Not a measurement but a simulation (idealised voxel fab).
Herein follows the process module entitled voxel lift off.
Section shown: cut. Width: 250 nm. Cell size: 5 nm, square.
Bands, listed from the top down, are how a cross-section gets written in this document; the cross-section itself is a grid of square cells, and a band is one or more rows of them.
The band entry comprises the height of the band's top followed by the height of its bottom, expressed in nm, and subsequently the band's materials from left to right, each stated together with its width in nm. Where a single material is marked with the word "all across", that material fills the band from edge to edge. The word "blank" represents empty space.
Height is counted from the level 0, under which the received wafer is composed throughout of one material. The lowest of the bands is not closed at the bottom but continues downward, in the notation "0 and below".
A two-number width, for instance "30 to 40", indicates that the width is equal to the first number in the top row of the band and to the second number in the bottom row, and that it changes by a constant amount per row of cells.
The designation "left unchanged", where it is given for a processing step, indicates that no cell of the cross-section was altered in the course of that step.
Entry "Closed-off voids" = empty spaces >= 8 cells with no open way to the top; each as width x height at distance, distance from left edge, all nm.
Text after the settings on a step's line: the simulator's own remark on that step.
overlay nm: where the mask lay relative to plan, measured to the right, on steps with a mask; negatives go left.
plan
| 1 | RECEIVE | material Si |
| 2 | CONFORMAL_DEP | material SiO2 | thk nm 15 |
| 3 | PATTERN | tone open | mask id LINES | material resist | width nm 15 | pitch nm 30 | thk nm 25 | overlay nm 0 |
| 4 | DIRECTIONAL_DEP | material Ru | thk nm 15 |
| 5 | STRIP | etch materials resist |
| 6 | CONFORMAL_DEP | material SiCN | thk nm 5 |
What follows covers the first of two wafers; it ran as planned
As received (post step 1): cross-section
	0 and below = Si all across
	Closed-off voids: none
Take a look at the wafer's cross-section after step 2
	15 down to 0 = SiO2 all across
	For the remainder of the cross-section, below 0, there is no change.
Take a look at the wafer's cross-section after step 3
	40 down to 15 = resist (85)  blank (15)  resist (15)  blank (15)  resist (15)  blank (15)  resist (90)
	For the remainder of the cross-section, below 15, there is no change.
Take a look at the wafer's cross-section after step 4
	55 down to 40 = Ru (85)  blank (15)  Ru (15)  blank (15)  Ru (15)  blank (15)  Ru (90)
	40 down to 30 = resist (85)  blank (15)  resist (15)  blank (15)  resist (15)  blank (15)  resist (90)
	30 down to 15 = resist (85)  Ru (15)  resist (15)  Ru (15)  resist (15)  Ru (15)  resist (90)
	For the remainder of the cross-section, below 15, there is no change.
Take a look at the wafer's cross-section after step 5
	30 down to 15 = blank (85)  Ru (15)  blank (15)  Ru (15)  blank (15)  Ru (15)  blank (90)
	For the remainder of the cross-section, below 15, there is no change.
Take a look at the wafer's cross-section after step 6
	35 down to 30 = blank (80)  SiCN (25)  blank (5)  SiCN (25)  blank (5)  SiCN (25)  blank (85)
	30 down to 20 = blank (80)  SiCN (5)  Ru (15)  SiCN (5)  blank (5)  SiCN (5)  Ru (15)  SiCN (5)  blank (5)  SiCN (5)  Ru (15)  SiCN (5)  blank (85)
	20 down to 15 = SiCN (85)  Ru (15)  SiCN (15)  Ru (15)  SiCN (15)  Ru (15)  SiCN (90)
	For the remainder of the cross-section, below 15, there is no change.
Wafer two of the pair: same origin, same plan, one error during the run; identical to wafer one up to and including step 2
Second wafer profile in section, at the moment step 3 of the plan was meant to be complete
	40 down to 15 = blank (85)  resist (15)  blank (15)  resist (15)  blank (15)  resist (15)  blank (90)
	For the remainder of the cross-section, below 15, there is no change.
Second wafer profile in section, at the moment step 4 of the plan was meant to be complete
	55 down to 40 = blank (85)  Ru (15)  blank (15)  Ru (15)  blank (15)  Ru (15)  blank (90)
	40 down to 30 = blank (85)  resist (15)  blank (15)  resist (15)  blank (15)  resist (15)  blank (90)
	30 down to 15 = Ru (85)  resist (15)  Ru (15)  resist (15)  Ru (15)  resist (15)  Ru (90)
	For the remainder of the cross-section, below 15, there is no change.
Second wafer profile in section, at the moment step 5 of the plan was meant to be complete
	30 down to 15 = Ru (85)  blank (15)  Ru (15)  blank (15)  Ru (15)  blank (15)  Ru (90)
	For the remainder of the cross-section, below 15, there is no change.
Second wafer profile in section, at the moment step 6 of the plan was meant to be complete
	35 down to 30 = SiCN (90)  blank (5)  SiCN (25)  blank (5)  SiCN (25)  blank (5)  SiCN (95)
	30 down to 20 = Ru (85)  SiCN (5)  blank (5)  SiCN (5)  Ru (15)  SiCN (5)  blank (5)  SiCN (5)  Ru (15)  SiCN (5)  blank (5)  SiCN (5)  Ru (90)
	20 down to 15 = Ru (85)  SiCN (15)  Ru (15)  SiCN (15)  Ru (15)  SiCN (15)  Ru (90)
	For the remainder of the cross-section, below 15, there is no change.
Want to know what went wrong? step 3 was not run as planned; what actually ran was PATTERN | tone cover | mask id LINES | material resist | width nm 15 | pitch nm 30 | thk nm 25 | overlay nm 0
Heads up, by the end the second wafer has more or fewer cells of some materials compared to the first: 96 more of Ru
